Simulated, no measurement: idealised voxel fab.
This section sets out a process module, namely voxel quadruple lines.
Each square cell in cross-section cut measures 5 nm, and the section as a whole is 300 nm wide.
When this document writes out a cross-section, it uses a grid of square cells and lists it as bands, beginning at the top and moving down, with a band standing for one or more rows of cells. Band entry format. Leading values: height of top, height of bottom, nm. Remainder: materials in left-to-right order, each with its width in nm. Special words: "everywhere" on a single material, which then fills the band edge to edge; "air", empty space. Ref level 0: as-received wafer is one material below here. Bottom band extends down with no lower bound ("0 down"). Width "30..40": first value at the band's top row of cells, second value at its bottom row, equal change from row to row. Step marked "changes: none"? Then no cell in the cross-section changed in it. Entry "Closed void catalog" = empty spaces >= 8 cells with no open way to the top; each as width x height at distance, distance from left edge, all nm. Text after the settings on a step's line: the simulator's own remark on that step. When a step includes a mask, the "overlay nm" setting on its line states how far to the right of its planned place that mask lay, and negative values state how far to the left.

### Listed below are the process steps as planned
- 1: RECEIVE with material Si
- 2: CONFORMAL_DEP with material Al2O3, thk nm 10
- 3: DIRECTIONAL_DEP with material W, thk nm 10
- 4: DIRECTIONAL_DEP with material polySi, thk nm 20
- 5: DIRECTIONAL_DEP with material aC, thk nm 25
- 6: PATTERN with tone cover, mask id MANDREL, material resist, width nm 25, pitch nm 80, thk nm 35, overlay nm 0
- 7: DIRECTIONAL_ETCH with etch materials aC, depth nm 25
- 8: STRIP with etch materials resist
- 9: CONFORMAL_DEP with material SiO2, thk nm 15
- 10: DIRECTIONAL_ETCH with etch materials SiO2, depth nm 15
- 11: STRIP with etch materials aC
- 12: DIRECTIONAL_ETCH with etch materials polySi, depth nm 20
- 13: STRIP with etch materials SiO2
- 14: CONFORMAL_DEP with material SiN, thk nm 5
- 15: DIRECTIONAL_ETCH with etch materials SiN, depth nm 5
- 16: STRIP with etch materials polySi
- 17: DIRECTIONAL_ETCH with etch materials W, depth nm 10
- 18: STRIP with etch materials SiN
- 19: FILL_DEP with material lowk, thk nm 10
- 20: CMP with height nm 20

### Cross-section, incoming material, after step 1
	0 down: Si everywhere
	Closed void catalog: none

### Result of the module, cross-sectioned: start per above, plan per above, one error in how it was run
	20 to 10: 70 nm lowk / 5 nm W / 15 nm lowk / 5 nm W / 25 nm lowk / 5 nm W / 15 nm lowk / 5 nm W / 5 nm lowk / 5 nm W / 15 nm lowk / 5 nm W / 25 nm lowk / 5 nm W / 15 nm lowk / 5 nm W / 75 nm lowk
	10 to 0: Al2O3 everywhere
	0 down: Si everywhere
	Closed void catalog: none
Plan not followed: planned and actual differ for step 6; actual: PATTERN with tone cover, mask id MANDREL, material resist, width nm 35, pitch nm 80, thk nm 35, overlay nm 0
